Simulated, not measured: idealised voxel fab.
Process module under the name voxel air gaps
cross-section cut | 295 nm wide | cells 5 nm
A cross-section in this document is a grid of square cells, and it is written down as bands, the top band listed before the ones below it; a band is made up of one or more rows of cells. Top, bottom (nm), then materials left to right with widths (nm); lone material tagged "full width" fills the whole band edge to edge; "air" = empty space. Height datum 0, below which the as-received substrate wafer is one material. Lowest band open at the bottom, running downward: "z 0 and below". Graded width ("30..40"): value in top row of band = first number; value in bottom row = second number; row-to-row change constant. You'll sometimes find "no modification" written for a step, and that's the way of saying that nowhere in the cross-section did a cell change during that step. Sealed internal cavities: empty space of 8 cells or more with no open way to the top, each as width x height at its distance from the left edge, in nm. The remark found on a step's line after its settings is issued by the simulator itself and pertains to that step. If you see "overlay nm" on a step's line and that step has a mask, it's telling you how far right of where it was planned the mask ended up; a negative number means it went left instead.
Planned process steps
1,RECEIVE (material Si)
2,CONFORMAL_DEP (material SiO2; thk nm 15)
3,CONFORMAL_DEP (material SiCN; thk nm 5)
4,DIRECTIONAL_DEP (material lowk; thk nm 40)
5,MASKED_ETCH (tone open; mask id LINES; width nm 20; pitch nm 50; etch materials lowk; depth nm 40; overlay nm 0)
6,CONFORMAL_DEP (material TiN; thk nm 5)
7,FILL_DEP (material W; thk nm 5)
8,CMP (height nm 60)
9,EPI (material Ru; thk nm 10)
10,SELECTIVE_ETCH (etch materials lowk; depth nm 50)
11,CONFORMAL_DEP (material SiCN; thk nm 5)
Cross-section: wafer on arrival = after step 1
	z 0 and below: Si full width
	Sealed internal cavities: none
The module was run from the start shown above using the plan shown above, but one mistake was made doing it; the resulting wafer cross-section is below
	z 75 to 70: 45 of air / 200 of SiCN / 50 of air
	z 70 to 60: 45 of air / 5 of SiCN / 40 of Ru / 10 of SiCN / 40 of Ru / 10 of SiCN / 40 of Ru / 10 of SiCN / 40 of Ru / 5 of SiCN / 50 of air
	z 60 to 55: 45 of air / 15 of SiCN / 5 of TiN / 10 of W / 5 of TiN / 30 of SiCN / 5 of TiN / 10 of W / 5 of TiN / 30 of SiCN / 5 of TiN / 10 of W / 5 of TiN / 30 of SiCN / 5 of TiN / 10 of W / 5 of TiN / 15 of SiCN / 50 of air
	z 55 to 25: 55 of air / 5 of SiCN / 5 of TiN / 10 of W / 5 of TiN / 5 of SiCN / 20 of air / 5 of SiCN / 5 of TiN / 10 of W / 5 of TiN / 5 of SiCN / 20 of air / 5 of SiCN / 5 of TiN / 10 of W / 5 of TiN / 5 of SiCN / 20 of air / 5 of SiCN / 5 of TiN / 10 of W / 5 of TiN / 5 of SiCN / 60 of air
	z 25 to 20: 60 of SiCN / 20 of TiN / 30 of SiCN / 20 of TiN / 30 of SiCN / 20 of TiN / 30 of SiCN / 20 of TiN / 65 of SiCN
	z 20 to 5: SiO2 full width
	z 5 to 0: SiCN full width
	z 0 and below: Si full width
	Sealed internal cavities: 20 x 30 at 85; 20 x 30 at 135; 20 x 30 at 185
Deviation noted in wafer processing: steps 2 and 3 traded places in the executed sequence
